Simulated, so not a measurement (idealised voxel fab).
process module | voxel double patterning
The width of the displayed cross-section, cut, is 255 nm; its cells are square, with a size of 5 nm.
Bands, listed from the top down, are how a cross-section gets written in this document; the cross-section itself is a grid of square cells, and a band is one or more rows of them.
The entry gives the band's vertical extent as a top height and a bottom height in nm, then its horizontal make-up as materials from left to right, each with a width in nm. "air" stands for empty space; a single material marked "edge to edge" fills the band edge to edge.
Heights are reckoned from 0. Under this level, the received wafer is all of one material. The bottommost band is open-ended downward, for example "0 nm and below".
Per-row width for "30 to 40": begins at first number (top row of band), ends at second number (bottom row), increment between rows held constant.
Given "stayed the same" for a step, no cell of the cross-section differs between before and after that step.
The entry "Listed closed voids" lists the empty spaces that cover at least 8 cells and have no open path to the top. Each is written as width x height at distance, where the distance is measured from the left edge and all three values are in nm.
It should be noted that, on the line of a given step, the content following the step's settings is a remark produced by the simulator itself with respect to that step.
You can add "overlay nm" to a step's line. For a step with a mask, it describes how far the mask lay to the right of its planned position, and a negative number describes a lay to the left.
**Planned step list for the process**
1 RECEIVE (material Si)
2 CONFORMAL_DEP (material SiO2; thk nm 5)
3 DIRECTIONAL_DEP (material W; thk nm 15)
4 DIRECTIONAL_DEP (material SiCN; thk nm 10)
5 DIRECTIONAL_DEP (material aC; thk nm 15)
6 PATTERN (tone open; mask id FIRST; material resist; width nm 15; pitch nm 50; thk nm 30; overlay nm 0)
7 DIRECTIONAL_ETCH (etch materials aC; depth nm 15)
8 STRIP (etch materials resist)
9 DIRECTIONAL_ETCH (etch materials SiCN; depth nm 10)
10 STRIP (etch materials aC)
11 PATTERN (tone open; mask id SECOND; material resist; width nm 15; thk nm 20; overlay nm 0)
12 DIRECTIONAL_ETCH (etch materials SiCN; depth nm 10)
13 STRIP (etch materials resist)
14 DIRECTIONAL_ETCH (etch materials W; depth nm 15)
15 STRIP (etch materials SiCN)
**Received-state cross-section, reflecting completion of step 1**
> 0 nm and below: Si edge to edge
> Listed closed voids: none
**The first of the two wafers as seen in cross-section once the module was finished; processing followed the plan**
> 20 nm to 5 nm: 95 W  15 air  10 W  15 air  10 W  15 air  95 W
> 5 nm to 0 nm: SiO2 edge to edge
> 0 nm and below: Si edge to edge
> Listed closed voids: none
**So this is wafer number two of the two, cut at the end of the module - it started where the first did and had the same plan, we just got one thing wrong running it**
> 10 nm to 5 nm: 95 W  15 air  10 W  15 air  10 W  15 air  95 W
> 5 nm to 0 nm: SiO2 edge to edge
> 0 nm and below: Si edge to edge
> Listed closed voids: none
what went wrong: note that step 3 departed from the planned setting and was carried out as DIRECTIONAL_DEP (material W; thk nm 5)
Final difference in cells, second wafer against first, listed per material as more or fewer: W -84
